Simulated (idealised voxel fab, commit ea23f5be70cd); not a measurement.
Process module in this document: voxel wiring stack
Cross-sectional view cut (width: 265 nm; square cell size: 5 nm).
Think of the cross-section as a grid of square cells. We describe it in bands, top to bottom, and each band covers one or more rows of those cells.
First you get the band's top height and its bottom height, in nm, and then the materials it's made of, left to right, with each width in nm. If you see a single material with "edge to edge", that one covers the band edge to edge. "blank" is empty space.
Convention: height 0 is the level below which the wafer, as received, is all one material. The lowest band does not terminate at the bottom but continues downward, represented as "from 0 down".
A width such as "30->40" changes by the same amount from each row of cells to the next, from the band's top row to its bottom row.
When a step is marked "nothing altered", none of the cells in the cross-section changed during that step.
If an empty space has no open way to the top and is at least 8 cells in size, "Sealed internal cavities" lists it, written width x height at distance, where distance is measured from the left edge and every value is in nm.
after a step's settings: what the simulator itself notes on the step
For masked steps, "overlay nm" on the step line gives how far right of plan the mask actually lay; a minus sign means it lay to the left.

Steps planned for the process:
1) op RECEIVE | material Si
2) op CONFORMAL_DEP | material SiO2 | thk nm 15
3) op DIRECTIONAL_DEP | material TiN | thk nm 5
4) op DIRECTIONAL_DEP | material Ru | thk nm 25
5) op MASKED_ETCH | tone cover | mask id METAL_1 | width nm 25 | pitch nm 45 | etch materials Ru | depth nm 25 | overlay nm 0
6) op MASKED_ETCH | tone cover | mask id METAL_1 | width nm 25 | pitch nm 45 | etch materials TiN | depth nm 5 | overlay nm 0
7) op CONFORMAL_DEP | material SiN | thk nm 5
8) op FILL_DEP | material SiO2 | thk nm 5
9) op CMP | height nm 45
10) op CONFORMAL_DEP | material SiCN | thk nm 5
11) op DIRECTIONAL_DEP | material lowk | thk nm 30
12) op MASKED_ETCH | tone open | mask id METAL_2 | width nm 25 | pitch nm 45 | etch materials lowk | depth nm 15 | overlay nm 0
13) op DIRECTIONAL_DEP | material aC | thk nm 10
14) op PATTERN | tone open | mask id METAL_2_HOLES | material resist | width nm 15 | pitch nm 45 | thk nm 30 | overlay nm 0
15) op DIRECTIONAL_ETCH | etch materials aC | depth nm 10
16) op STRIP | etch materials resist
17) op DIRECTIONAL_ETCH | etch materials lowk | depth nm 15
18) op DIRECTIONAL_ETCH | etch materials SiCN | depth nm 5
19) op STRIP | etch materials aC
20) op CONFORMAL_DEP | material TiN | thk nm 5
21) op FILL_DEP | material Cu | thk nm 5
22) op CMP | height nm 80
23) op CONFORMAL_DEP | material SiCN | thk nm 5
24) op DIRECTIONAL_DEP | material SiO2 | thk nm 25
25) op MASKED_ETCH | tone open | mask id METAL_3_HOLES | width nm 15 | pitch nm 45 | etch materials SiO2 | depth nm 25 | overlay nm 0
26) op DIRECTIONAL_DEP | material aC | thk nm 15
27) op PATTERN | tone open | mask id METAL_3 | material resist | width nm 25 | pitch nm 45 | thk nm 35 | overlay nm 0
28) op DIRECTIONAL_ETCH | etch materials aC | depth nm 15
29) op STRIP | etch materials resist
30) op DIRECTIONAL_ETCH | etch materials SiO2 | depth nm 15
31) op DIRECTIONAL_ETCH | etch materials SiCN | depth nm 5
32) op STRIP | etch materials aC
33) op CONFORMAL_DEP | material TiN | thk nm 5
34) op FILL_DEP | material Cu | thk nm 5
35) op CMP | height nm 110
36) op CONFORMAL_DEP | material SiCN | thk nm 5
37) op DIRECTIONAL_DEP | material lowk | thk nm 30
38) op MASKED_ETCH | tone open | mask id METAL_4 | width nm 25 | pitch nm 45 | etch materials lowk | depth nm 20 | overlay nm 0
39) op PATTERN | tone open | mask id METAL_4_HOLES | material resist | width nm 15 | pitch nm 45 | thk nm 15 | overlay nm 0
40) op DIRECTIONAL_ETCH | etch materials lowk | depth nm 10
41) op DIRECTIONAL_ETCH | etch materials SiCN | depth nm 5
42) op STRIP | etch materials resist
43) op CONFORMAL_DEP | material TiN | thk nm 5
44) op FILL_DEP | material Cu | thk nm 10
45) op CMP | height nm 145
46) op CONFORMAL_DEP | material SiN | thk nm 5

What follows covers the first of two wafers; it ran as planned:

Incoming wafer, cross-sectional view, post step 1:
* from 0 down: Si edge to edge
* Sealed internal cavities: none

Wafer section view after processing step 2:
* from 15 to 0: SiO2 edge to edge
* Rest of section, below 0: as before.

Wafer section view after processing step 3:
* from 20 to 15: TiN edge to edge
* Rest of section, below 15: as before.

Wafer section view after processing step 4:
* from 45 to 20: Ru edge to edge
* Rest of section, below 20: as before.

Wafer section view after processing step 5:
* from 45 to 20: blank 75; Ru 25; blank 20; Ru 25; blank 20; Ru 25; blank 75
* Rest of section, below 20: as before.

Wafer section view after processing step 6:
* from 45 to 20: blank 75; Ru 25; blank 20; Ru 25; blank 20; Ru 25; blank 75
* from 20 to 15: blank 75; TiN 25; blank 20; TiN 25; blank 20; TiN 25; blank 75
* Rest of section, below 15: as before.

Wafer section view after processing step 7:
* from 50 to 45: blank 70; SiN 35; blank 10; SiN 35; blank 10; SiN 35; blank 70
* from 45 to 20: blank 70; SiN 5; Ru 25; SiN 5; blank 10; SiN 5; Ru 25; SiN 5; blank 10; SiN 5; Ru 25; SiN 5; blank 70
* from 20 to 15: SiN 75; TiN 25; SiN 20; TiN 25; SiN 20; TiN 25; SiN 75
* Rest of section, below 15: as before.

Wafer section view after processing step 8:
* from 55 to 50: SiO2 edge to edge
* from 50 to 45: SiO2 70; SiN 35; SiO2 10; SiN 35; SiO2 10; SiN 35; SiO2 70
* from 45 to 20: SiO2 70; SiN 5; Ru 25; SiN 5; SiO2 10; SiN 5; Ru 25; SiN 5; SiO2 10; SiN 5; Ru 25; SiN 5; SiO2 70
* Rest of section, below 20: as before.

Wafer section view after processing step 9:
* from 45 to 20: SiO2 70; SiN 5; Ru 25; SiN 5; SiO2 10; SiN 5; Ru 25; SiN 5; SiO2 10; SiN 5; Ru 25; SiN 5; SiO2 70
* Rest of section, below 20: as before.

Wafer section view after processing step 10:
* from 50 to 45: SiCN edge to edge
* Rest of section, below 45: as before.

Wafer section view after processing step 11:
* from 80 to 50: lowk edge to edge
* Rest of section, below 50: as before.

Wafer section view after processing step 12:
* from 80 to 65: lowk 75; blank 25; lowk 20; blank 25; lowk 20; blank 25; lowk 75
* Rest of section, below 65: as before.

Wafer section view after processing step 13:
* from 90 to 80: aC 75; blank 25; aC 20; blank 25; aC 20; blank 25; aC 75
* from 80 to 75: lowk 75; blank 25; lowk 20; blank 25; lowk 20; blank 25; lowk 75
* from 75 to 65: lowk 75; aC 25; lowk 20; aC 25; lowk 20; aC 25; lowk 75
* Rest of section, below 65: as before.

Wafer section view after processing step 14:
* from 120 to 90: resist 75; blank 15; resist 30; blank 15; resist 30; blank 15; resist 85
* from 90 to 80: aC 75; blank 15; resist 10; aC 20; blank 15; resist 10; aC 20; blank 15; resist 10; aC 75
* from 80 to 75: lowk 75; blank 15; resist 10; lowk 20; blank 15; resist 10; lowk 20; blank 15; resist 10; lowk 75
* Rest of section, below 75: as before.

Wafer section view after processing step 15:
* from 110 to 90: resist 75; blank 15; resist 30; blank 15; resist 30; blank 15; resist 85
* from 90 to 80: aC 75; blank 15; resist 10; aC 20; blank 15; resist 10; aC 20; blank 15; resist 10; aC 75
* from 80 to 75: lowk 75; blank 15; resist 10; lowk 20; blank 15; resist 10; lowk 20; blank 15; resist 10; lowk 75
* from 75 to 65: lowk 75; blank 15; aC 10; lowk 20; blank 15; aC 10; lowk 20; blank 15; aC 10; lowk 75
* Rest of section, below 65: as before.

Wafer section view after processing step 16:
* from 90 to 80: aC 75; blank 25; aC 20; blank 25; aC 20; blank 25; aC 75
* from 80 to 75: lowk 75; blank 25; lowk 20; blank 25; lowk 20; blank 25; lowk 75
* Rest of section, below 75: as before.

Wafer section view after processing step 17:
* from 90 to 80: aC 75; blank 25; aC 20; blank 25; aC 20; blank 25; aC 75
* from 80 to 75: lowk 75; blank 25; lowk 20; blank 25; lowk 20; blank 25; lowk 75
* from 75 to 65: lowk 75; blank 15; aC 10; lowk 20; blank 15; aC 10; lowk 20; blank 15; aC 10; lowk 75
* from 65 to 50: lowk 75; blank 15; lowk 30; blank 15; lowk 30; blank 15; lowk 85
* Rest of section, below 50: as before.

Wafer section view after processing step 18:
* from 90 to 80: aC 75; blank 25; aC 20; blank 25; aC 20; blank 25; aC 75
* from 80 to 75: lowk 75; blank 25; lowk 20; blank 25; lowk 20; blank 25; lowk 75
* from 75 to 65: lowk 75; blank 15; aC 10; lowk 20; blank 15; aC 10; lowk 20; blank 15; aC 10; lowk 75
* from 65 to 50: lowk 75; blank 15; lowk 30; blank 15; lowk 30; blank 15; lowk 85
* from 50 to 45: SiCN 75; blank 15; SiCN 30; blank 15; SiCN 30; blank 15; SiCN 85
* Rest of section, below 45: as before.

Wafer section view after processing step 19:
* from 80 to 65: lowk 75; blank 25; lowk 20; blank 25; lowk 20; blank 25; lowk 75
* Rest of section, below 65: as before.

Wafer section view after processing step 20:
* from 85 to 80: TiN 80; blank 15; TiN 30; blank 15; TiN 30; blank 15; TiN 80
* from 80 to 70: lowk 75; TiN 5; blank 15; TiN 5; lowk 20; TiN 5; blank 15; TiN 5; lowk 20; TiN 5; blank 15; TiN 5; lowk 75
* from 70 to 65: lowk 75; TiN 5; blank 5; TiN 15; lowk 20; TiN 5; blank 5; TiN 15; lowk 20; TiN 5; blank 5; TiN 15; lowk 75
* from 65 to 50: lowk 75; TiN 5; blank 5; TiN 5; lowk 30; TiN 5; blank 5; TiN 5; lowk 30; TiN 5; blank 5; TiN 5; lowk 85
* from 50 to 45: SiCN 75; TiN 15; SiCN 30; TiN 15; SiCN 30; TiN 15; SiCN 85
* Rest of section, below 45: as before.

Wafer section view after processing step 21:
* from 90 to 85: Cu edge to edge
* from 85 to 80: TiN 80; Cu 15; TiN 30; Cu 15; TiN 30; Cu 15; TiN 80
* from 80 to 70: lowk 75; TiN 5; Cu 15; TiN 5; lowk 20; TiN 5; Cu 15; TiN 5; lowk 20; TiN 5; Cu 15; TiN 5; lowk 75
* from 70 to 65: lowk 75; TiN 5; Cu 5; TiN 15; lowk 20; TiN 5; Cu 5; TiN 15; lowk 20; TiN 5; Cu 5; TiN 15; lowk 75
* from 65 to 50: lowk 75; TiN 5; Cu 5; TiN 5; lowk 30; TiN 5; Cu 5; TiN 5; lowk 30; TiN 5; Cu 5; TiN 5; lowk 85
* Rest of section, below 50: as before.

Wafer section view after processing step 22:
* from 80 to 70: lowk 75; TiN 5; Cu 15; TiN 5; lowk 20; TiN 5; Cu 15; TiN 5; lowk 20; TiN 5; Cu 15; TiN 5; lowk 75
* Rest of section, below 70: as before.

Wafer section view after processing step 23:
* from 85 to 80: SiCN edge to edge
* Rest of section, below 80: as before.

Wafer section view after processing step 24:
* from 110 to 85: SiO2 edge to edge
* Rest of section, below 85: as before.

Wafer section view after processing step 25:
* from 110 to 85: SiO2 75; blank 15; SiO2 30; blank 15; SiO2 30; blank 15; SiO2 85
* Rest of section, below 85: as before.

Wafer section view after processing step 26:
* from 125 to 110: aC 75; blank 15; aC 30; blank 15; aC 30; blank 15; aC 85
* from 110 to 100: SiO2 75; blank 15; SiO2 30; blank 15; SiO2 30; blank 15; SiO2 85
* from 100 to 85: SiO2 75; aC 15; SiO2 30; aC 15; SiO2 30; aC 15; SiO2 85
* Rest of section, below 85: as before.

Wafer section view after processing step 27:
* from 160 to 125: resist 75; blank 25; resist 20; blank 25; resist 20; blank 25; resist 75
* Rest of section, below 125: as before.

Wafer section view after processing step 28:
* from 145 to 125: resist 75; blank 25; resist 20; blank 25; resist 20; blank 25; resist 75
* from 125 to 110: aC 75; blank 25; aC 20; blank 25; aC 20; blank 25; aC 75
* from 110 to 85: SiO2 75; blank 15; SiO2 30; blank 15; SiO2 30; blank 15; SiO2 85
* Rest of section, below 85: as before.

Wafer section view after processing step 29:
* from 125 to 110: aC 75; blank 25; aC 20; blank 25; aC 20; blank 25; aC 75
* Rest of section, below 110: as before.

Wafer section view after processing step 30:
* from 125 to 110: aC 75; blank 25; aC 20; blank 25; aC 20; blank 25; aC 75
* from 110 to 95: SiO2 75; blank 25; SiO2 20; blank 25; SiO2 20; blank 25; SiO2 75
* Rest of section, below 95: as before.

Wafer section view after processing step 31:
* from 125 to 110: aC 75; blank 25; aC 20; blank 25; aC 20; blank 25; aC 75
* from 110 to 95: SiO2 75; blank 25; SiO2 20; blank 25; SiO2 20; blank 25; SiO2 75
* from 95 to 85: SiO2 75; blank 15; SiO2 30; blank 15; SiO2 30; blank 15; SiO2 85
* from 85 to 80: SiCN 75; blank 15; SiCN 30; blank 15; SiCN 30; blank 15; SiCN 85
* Rest of section, below 80: as before.

Wafer section view after processing step 32:
* from 110 to 95: SiO2 75; blank 25; SiO2 20; blank 25; SiO2 20; blank 25; SiO2 75
* Rest of section, below 95: as before.

Wafer section view after processing step 33:
* from 115 to 110: TiN 80; blank 15; TiN 30; blank 15; TiN 30; blank 15; TiN 80
* from 110 to 100: SiO2 75; TiN 5; blank 15; TiN 5; SiO2 20; TiN 5; blank 15; TiN 5; SiO2 20; TiN 5; blank 15; TiN 5; SiO2 75
* from 100 to 95: SiO2 75; TiN 5; blank 5; TiN 15; SiO2 20; TiN 5; blank 5; TiN 15; SiO2 20; TiN 5; blank 5; TiN 15; SiO2 75
* from 95 to 85: SiO2 75; TiN 5; blank 5; TiN 5; SiO2 30; TiN 5; blank 5; TiN 5; SiO2 30; TiN 5; blank 5; TiN 5; SiO2 85
* from 85 to 80: SiCN 75; TiN 15; SiCN 30; TiN 15; SiCN 30; TiN 15; SiCN 85
* Rest of section, below 80: as before.

Wafer section view after processing step 34:
* from 120 to 115: Cu edge to edge
* from 115 to 110: TiN 80; Cu 15; TiN 30; Cu 15; TiN 30; Cu 15; TiN 80
* from 110 to 100: SiO2 75; TiN 5; Cu 15; TiN 5; SiO2 20; TiN 5; Cu 15; TiN 5; SiO2 20; TiN 5; Cu 15; TiN 5; SiO2 75
* from 100 to 95: SiO2 75; TiN 5; Cu 5; TiN 15; SiO2 20; TiN 5; Cu 5; TiN 15; SiO2 20; TiN 5; Cu 5; TiN 15; SiO2 75
* from 95 to 85: SiO2 75; TiN 5; Cu 5; TiN 5; SiO2 30; TiN 5; Cu 5; TiN 5; SiO2 30; TiN 5; Cu 5; TiN 5; SiO2 85
* Rest of section, below 85: as before.

Wafer section view after processing step 35:
* from 110 to 100: SiO2 75; TiN 5; Cu 15; TiN 5; SiO2 20; TiN 5; Cu 15; TiN 5; SiO2 20; TiN 5; Cu 15; TiN 5; SiO2 75
* Rest of section, below 100: as before.

Wafer section view after processing step 36:
* from 115 to 110: SiCN edge to edge
* Rest of section, below 110: as before.

Wafer section view after processing step 37:
* from 145 to 115: lowk edge to edge
* Rest of section, below 115: as before.

Wafer section view after processing step 38:
* from 145 to 125: lowk 75; blank 25; lowk 20; blank 25; lowk 20; blank 25; lowk 75
* Rest of section, below 125: as before.

Wafer section view after processing step 39:
* from 160 to 145: resist 75; blank 15; resist 30; blank 15; resist 30; blank 15; resist 85
* from 145 to 125: lowk 75; blank 15; resist 10; lowk 20; blank 15; resist 10; lowk 20; blank 15; resist 10; lowk 75
* Rest of section, below 125: as before.

Wafer section view after processing step 40:
* from 160 to 145: resist 75; blank 15; resist 30; blank 15; resist 30; blank 15; resist 85
* from 145 to 125: lowk 75; blank 15; resist 10; lowk 20; blank 15; resist 10; lowk 20; blank 15; resist 10; lowk 75
* from 125 to 115: lowk 75; blank 15; lowk 30; blank 15; lowk 30; blank 15; lowk 85
* Rest of section, below 115: as before.

Wafer section view after processing step 41:
* from 160 to 145: resist 75; blank 15; resist 30; blank 15; resist 30; blank 15; resist 85
* from 145 to 125: lowk 75; blank 15; resist 10; lowk 20; blank 15; resist 10; lowk 20; blank 15; resist 10; lowk 75
* from 125 to 115: lowk 75; blank 15; lowk 30; blank 15; lowk 30; blank 15; lowk 85
* from 115 to 110: SiCN 75; blank 15; SiCN 30; blank 15; SiCN 30; blank 15; SiCN 85
* Rest of section, below 110: as before.

Wafer section view after processing step 42:
* from 145 to 125: lowk 75; blank 25; lowk 20; blank 25; lowk 20; blank 25; lowk 75
* Rest of section, below 125: as before.

Wafer section view after processing step 43:
* from 150 to 145: TiN 80; blank 15; TiN 30; blank 15; TiN 30; blank 15; TiN 80
* from 145 to 130: lowk 75; TiN 5; blank 15; TiN 5; lowk 20; TiN 5; blank 15; TiN 5; lowk 20; TiN 5; blank 15; TiN 5; lowk 75
* from 130 to 125: lowk 75; TiN 5; blank 5; TiN 15; lowk 20; TiN 5; blank 5; TiN 15; lowk 20; TiN 5; blank 5; TiN 15; lowk 75
* from 125 to 115: lowk 75; TiN 5; blank 5; TiN 5; lowk 30; TiN 5; blank 5; TiN 5; lowk 30; TiN 5; blank 5; TiN 5; lowk 85
* from 115 to 110: SiCN 75; TiN 15; SiCN 30; TiN 15; SiCN 30; TiN 15; SiCN 85
* Rest of section, below 110: as before.

Wafer section view after processing step 44:
* from 160 to 150: Cu edge to edge
* from 150 to 145: TiN 80; Cu 15; TiN 30; Cu 15; TiN 30; Cu 15; TiN 80
* from 145 to 130: lowk 75; TiN 5; Cu 15; TiN 5; lowk 20; TiN 5; Cu 15; TiN 5; lowk 20; TiN 5; Cu 15; TiN 5; lowk 75
* from 130 to 125: lowk 75; TiN 5; Cu 5; TiN 15; lowk 20; TiN 5; Cu 5; TiN 15; lowk 20; TiN 5; Cu 5; TiN 15; lowk 75
* from 125 to 115: lowk 75; TiN 5; Cu 5; TiN 5; lowk 30; TiN 5; Cu 5; TiN 5; lowk 30; TiN 5; Cu 5; TiN 5; lowk 85
* Rest of section, below 115: as before.

Wafer section view after processing step 45:
* from 145 to 130: lowk 75; TiN 5; Cu 15; TiN 5; lowk 20; TiN 5; Cu 15; TiN 5; lowk 20; TiN 5; Cu 15; TiN 5; lowk 75
* Rest of section, below 130: as before.

Wafer section view after processing step 46:
* from 150 to 145: SiN edge to edge
* Rest of section, below 145: as before.

Notes, second wafer: start = first wafer's, plan = first wafer's, execution had one mistake; history identical to first through step 26:

When step 27 should have ended:
* from 160 to 125: resist 85; blank 25; resist 20; blank 25; resist 20; blank 25; resist 65
* from 125 to 110: aC 75; resist 10; blank 5; aC 30; resist 10; blank 5; aC 30; resist 10; blank 5; aC 85
* from 110 to 100: SiO2 75; resist 10; blank 5; SiO2 30; resist 10; blank 5; SiO2 30; resist 10; blank 5; SiO2 85
* Rest of section, below 100: as before.

When step 28 should have ended:
* from 145 to 125: resist 85; blank 25; resist 20; blank 25; resist 20; blank 25; resist 65
* from 125 to 110: aC 75; resist 10; blank 25; aC 10; resist 10; blank 25; aC 10; resist 10; blank 25; aC 65
* from 110 to 100: SiO2 75; resist 10; blank 5; SiO2 30; resist 10; blank 5; SiO2 30; resist 10; blank 5; SiO2 85
* from 100 to 85: SiO2 75; aC 10; blank 5; SiO2 30; aC 10; blank 5; SiO2 30; aC 10; blank 5; SiO2 85
* Rest of section, below 85: as before.

When step 29 should have ended:
* from 125 to 110: aC 75; blank 35; aC 10; blank 35; aC 10; blank 35; aC 65
* from 110 to 100: SiO2 75; blank 15; SiO2 30; blank 15; SiO2 30; blank 15; SiO2 85
* Rest of section, below 100: as before.

When step 30 should have ended:
* from 125 to 110: aC 75; blank 35; aC 10; blank 35; aC 10; blank 35; aC 65
* from 110 to 100: SiO2 75; blank 35; SiO2 10; blank 35; SiO2 10; blank 35; SiO2 65
* from 100 to 95: SiO2 75; aC 10; blank 25; SiO2 10; aC 10; blank 25; SiO2 10; aC 10; blank 25; SiO2 65
* Rest of section, below 95: as before.

When step 31 should have ended:
* from 125 to 110: aC 75; blank 35; aC 10; blank 35; aC 10; blank 35; aC 65
* from 110 to 100: SiO2 75; blank 35; SiO2 10; blank 35; SiO2 10; blank 35; SiO2 65
* from 100 to 95: SiO2 75; aC 10; blank 25; SiO2 10; aC 10; blank 25; SiO2 10; aC 10; blank 25; SiO2 65
* from 95 to 85: SiO2 75; aC 10; blank 5; SiO2 30; aC 10; blank 5; SiO2 30; aC 10; blank 5; SiO2 85
* from 85 to 80: SiCN 85; blank 5; SiCN 40; blank 5; SiCN 40; blank 5; SiCN 85
* Rest of section, below 80: as before.

When step 32 should have ended:
* from 110 to 95: SiO2 75; blank 35; SiO2 10; blank 35; SiO2 10; blank 35; SiO2 65
* from 95 to 85: SiO2 75; blank 15; SiO2 30; blank 15; SiO2 30; blank 15; SiO2 85
* Rest of section, below 85: as before.

When step 33 should have ended:
* from 115 to 110: TiN 80; blank 25; TiN 20; blank 25; TiN 20; blank 25; TiN 70
* from 110 to 100: SiO2 75; TiN 5; blank 25; TiN 5; SiO2 10; TiN 5; blank 25; TiN 5; SiO2 10; TiN 5; blank 25; TiN 5; SiO2 65
* from 100 to 90: SiO2 75; TiN 5; blank 5; TiN 25->5; SiO2 10->30; TiN 5; blank 5; TiN 25->5; SiO2 10->30; TiN 5; blank 5; TiN 25->5; SiO2 65->85
* from 90 to 85: SiO2 75; TiN 15; SiO2 30; TiN 15; SiO2 30; TiN 15; SiO2 85
* from 85 to 80: SiCN 85; TiN 5; SiCN 40; TiN 5; SiCN 40; TiN 5; SiCN 85
* Rest of section, below 80: as before.

When step 34 should have ended:
* from 120 to 115: Cu edge to edge
* from 115 to 110: TiN 80; Cu 25; TiN 20; Cu 25; TiN 20; Cu 25; TiN 70
* from 110 to 100: SiO2 75; TiN 5; Cu 25; TiN 5; SiO2 10; TiN 5; Cu 25; TiN 5; SiO2 10; TiN 5; Cu 25; TiN 5; SiO2 65
* from 100 to 90: SiO2 75; TiN 5; Cu 5; TiN 25->5; SiO2 10->30; TiN 5; Cu 5; TiN 25->5; SiO2 10->30; TiN 5; Cu 5; TiN 25->5; SiO2 65->85
* Rest of section, below 90: as before.

When step 35 should have ended:
* from 110 to 100: SiO2 75; TiN 5; Cu 25; TiN 5; SiO2 10; TiN 5; Cu 25; TiN 5; SiO2 10; TiN 5; Cu 25; TiN 5; SiO2 65
* Rest of section, below 100: as before.

When step 36 should have ended:
* from 115 to 110: SiCN edge to edge
* Rest of section, below 110: as before.

When step 37 should have ended:
* from 145 to 115: lowk edge to edge
* Rest of section, below 115: as before.

When step 38 should have ended:
* from 145 to 125: lowk 75; blank 25; lowk 20; blank 25; lowk 20; blank 25; lowk 75
* Rest of section, below 125: as before.

When step 39 should have ended:
* from 160 to 145: resist 75; blank 15; resist 30; blank 15; resist 30; blank 15; resist 85
* from 145 to 125: lowk 75; blank 15; resist 10; lowk 20; blank 15; resist 10; lowk 20; blank 15; resist 10; lowk 75
* Rest of section, below 125: as before.

When step 40 should have ended:
* from 160 to 145: resist 75; blank 15; resist 30; blank 15; resist 30; blank 15; resist 85
* from 145 to 125: lowk 75; blank 15; resist 10; lowk 20; blank 15; resist 10; lowk 20; blank 15; resist 10; lowk 75
* from 125 to 115: lowk 75; blank 15; lowk 30; blank 15; lowk 30; blank 15; lowk 85
* Rest of section, below 115: as before.

When step 41 should have ended:
* from 160 to 145: resist 75; blank 15; resist 30; blank 15; resist 30; blank 15; resist 85
* from 145 to 125: lowk 75; blank 15; resist 10; lowk 20; blank 15; resist 10; lowk 20; blank 15; resist 10; lowk 75
* from 125 to 115: lowk 75; blank 15; lowk 30; blank 15; lowk 30; blank 15; lowk 85
* from 115 to 110: SiCN 75; blank 15; SiCN 30; blank 15; SiCN 30; blank 15; SiCN 85
* Rest of section, below 110: as before.

When step 42 should have ended:
* from 145 to 125: lowk 75; blank 25; lowk 20; blank 25; lowk 20; blank 25; lowk 75
* Rest of section, below 125: as before.

When step 43 should have ended:
* from 150 to 145: TiN 80; blank 15; TiN 30; blank 15; TiN 30; blank 15; TiN 80
* from 145 to 130: lowk 75; TiN 5; blank 15; TiN 5; lowk 20; TiN 5; blank 15; TiN 5; lowk 20; TiN 5; blank 15; TiN 5; lowk 75
* from 130 to 125: lowk 75; TiN 5; blank 5; TiN 15; lowk 20; TiN 5; blank 5; TiN 15; lowk 20; TiN 5; blank 5; TiN 15; lowk 75
* from 125 to 115: lowk 75; TiN 5; blank 5; TiN 5; lowk 30; TiN 5; blank 5; TiN 5; lowk 30; TiN 5; blank 5; TiN 5; lowk 85
* from 115 to 110: SiCN 75; TiN 15; SiCN 30; TiN 15; SiCN 30; TiN 15; SiCN 85
* Rest of section, below 110: as before.

When step 44 should have ended:
* from 160 to 150: Cu edge to edge
* from 150 to 145: TiN 80; Cu 15; TiN 30; Cu 15; TiN 30; Cu 15; TiN 80
* from 145 to 130: lowk 75; TiN 5; Cu 15; TiN 5; lowk 20; TiN 5; Cu 15; TiN 5; lowk 20; TiN 5; Cu 15; TiN 5; lowk 75
* from 130 to 125: lowk 75; TiN 5; Cu 5; TiN 15; lowk 20; TiN 5; Cu 5; TiN 15; lowk 20; TiN 5; Cu 5; TiN 15; lowk 75
* from 125 to 115: lowk 75; TiN 5; Cu 5; TiN 5; lowk 30; TiN 5; Cu 5; TiN 5; lowk 30; TiN 5; Cu 5; TiN 5; lowk 85
* Rest of section, below 115: as before.

When step 45 should have ended:
* from 145 to 130: lowk 75; TiN 5; Cu 15; TiN 5; lowk 20; TiN 5; Cu 15; TiN 5; lowk 20; TiN 5; Cu 15; TiN 5; lowk 75
* Rest of section, below 130: as before.

When step 46 should have ended:
* from 150 to 145: SiN edge to edge
* Rest of section, below 145: as before.
What was the processing mistake? step 27 changed vs plan, executed as op PATTERN | tone open | mask id METAL_3 | material resist | width nm 25 | pitch nm 45 | thk nm 35 | overlay nm 10
End check, counted in cells, second wafer has more or fewer of these materials than the first: Cu: 9 more | SiCN: 6 more | SiO2: 18 fewer | TiN: 3 more
